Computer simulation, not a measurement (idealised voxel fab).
process module | voxel wiring stack
cross-section cut | 295 nm wide | cells 5 nm
A cross-section is a grid of square cells, given in bands from the top down. A band is one or more rows of cells.
Each band's line starts with the height of the band's top and of its bottom, in nm. Then come its materials from left to right, each with its width in nm. One material with "throughout" fills the band from edge to edge. "air" is empty space.
Height 0 is the level under which the wafer as received is all one material. The lowest band goes on downwards, as in "0 down".
A width such as "30 to 40" changes by the same amount from each row of cells to the next, from the band's top row to its bottom row.
"no change" after a step means that no cell of the cross-section changed.
closed voids: empty space of 8 cells or more with no open way to the top, each as width x height at its distance from the left edge, in nm
after a step's settings: what the simulator itself notes on the step
overlay nm, on a step with a mask: how far to the right of its planned place the mask lay; to the left if negative
plan
1 op RECEIVE | material Si
2 op CONFORMAL_DEP | material SiO2 | thk nm 10
3 op CONFORMAL_DEP | material SiCN | thk nm 5
4 op DIRECTIONAL_DEP | material lowk | thk nm 25
5 op PATTERN | tone open | mask id METAL_1 | material resist | width nm 25 | pitch nm 45 | thk nm 15 | overlay nm 0
6 op DIRECTIONAL_ETCH | etch materials lowk | depth nm 25
7 op DIRECTIONAL_ETCH | etch materials SiCN | depth nm 5
8 op STRIP | etch materials resist
9 op CONFORMAL_DEP | material TiN | thk nm 5
10 op FILL_DEP | material Cu | thk nm 5
11 op CMP | height nm 40
12 op CONFORMAL_DEP | material SiCN | thk nm 5
13 op DIRECTIONAL_DEP | material lowk | thk nm 15
14 op DIRECTIONAL_DEP | material aC | thk nm 15
15 op PATTERN | tone open | mask id PLUG_1 | material resist | width nm 15 | thk nm 35 | overlay nm 0
16 op DIRECTIONAL_ETCH | etch materials aC | depth nm 15
17 op STRIP | etch materials resist
18 op DIRECTIONAL_ETCH | etch materials lowk | depth nm 15
19 op DIRECTIONAL_ETCH | etch materials SiCN | depth nm 5
20 op STRIP | etch materials aC
21 op EPI | material Ru | thk nm 10
22 op EPI | material Ru | thk nm 10
23 op CONFORMAL_DEP | material SiCN | thk nm 5
24 op DIRECTIONAL_DEP | material lowk | thk nm 15
25 op PATTERN | tone open | mask id METAL_2 | material resist | width nm 25 | pitch nm 45 | thk nm 20 | overlay nm 0
26 op DIRECTIONAL_ETCH | etch materials lowk | depth nm 15
27 op DIRECTIONAL_ETCH | etch materials SiCN | depth nm 5
28 op STRIP | etch materials resist
29 op CONFORMAL_DEP | material TiN | thk nm 5
30 op FILL_DEP | material Ru | thk nm 5
31 op CMP | height nm 80
32 op CONFORMAL_DEP | material SiCN | thk nm 5
33 op DIRECTIONAL_DEP | material SiO2 | thk nm 20
34 op PATTERN | tone open | mask id PLUG_2 | material resist | width nm 15 | thk nm 20 | overlay nm 0
35 op DIRECTIONAL_ETCH | etch materials SiO2 | depth nm 20
36 op DIRECTIONAL_ETCH | etch materials SiCN | depth nm 5
37 op STRIP | etch materials resist
38 op CONFORMAL_DEP | material TiN | thk nm 5
39 op FILL_DEP | material Cu | thk nm 5
40 op CMP | height nm 105
41 op DIRECTIONAL_DEP | material TiN | thk nm 5
42 op DIRECTIONAL_DEP | material Ru | thk nm 25
43 op DIRECTIONAL_DEP | material aC | thk nm 10
44 op PATTERN | tone cover | mask id METAL_3 | material resist | width nm 25 | pitch nm 45 | thk nm 25 | overlay nm 0
45 op DIRECTIONAL_ETCH | etch materials aC | depth nm 10
46 op STRIP | etch materials resist
47 op DIRECTIONAL_ETCH | etch materials Ru | depth nm 25
48 op DIRECTIONAL_ETCH | etch materials TiN | depth nm 5
49 op STRIP | etch materials aC
50 op CONFORMAL_DEP | material SiN | thk nm 5
51 op FILL_DEP | material SiO2 | thk nm 5
52 op CMP | height nm 135
53 op CONFORMAL_DEP | material SiN | thk nm 5
as received, after step 1
  0 down: Si throughout
  closed voids: none
a wafer at the end: this start, this plan, one mistake
  140 to 135: SiN throughout
  135 to 110: SiO2 105 | SiN 5 | Ru 25 | SiN 5 | SiO2 10 | SiN 5 | Ru 25 | SiN 5 | SiO2 110
  110 to 105: SiN 110 | TiN 25 | SiN 20 | TiN 25 | SiN 115
  105 to 85: SiO2 110 | TiN 5 | Cu 5 | TiN 5 | SiO2 170
  85 to 80: SiCN 110 | TiN 15 | SiCN 170
  80 to 75: lowk 110 | TiN 5 | Ru 15 | TiN 5 | lowk 20 | TiN 5 | Ru 15 | TiN 5 | lowk 115
  75 to 70: lowk 95 | SiCN 15 | TiN 25 | SiCN 5 | lowk 15 | TiN 5 | Ru 15 | TiN 5 | lowk 115
  70 to 65: lowk 95 | SiCN 5 | Ru 35 | SiCN 5 | lowk 15 | TiN 5 | Ru 15 | TiN 5 | lowk 115
  65 to 60: SiCN 100 | Ru 35 | SiCN 20 | TiN 25 | SiCN 115
  60 to 45: lowk 110 | Ru 15 | lowk 170
  45 to 40: SiCN 110 | Ru 15 | SiCN 170
  40 to 15: lowk 110 | TiN 5 | Cu 15 | TiN 5 | lowk 20 | TiN 5 | Cu 15 | TiN 5 | lowk 115
  15 to 10: SiCN 110 | TiN 25 | SiCN 20 | TiN 25 | SiCN 115
  10 to 0: SiO2 throughout
  0 down: Si throughout
  closed voids: none
what went wrong: one of the steps 21 and 22, which are alike, was run twice
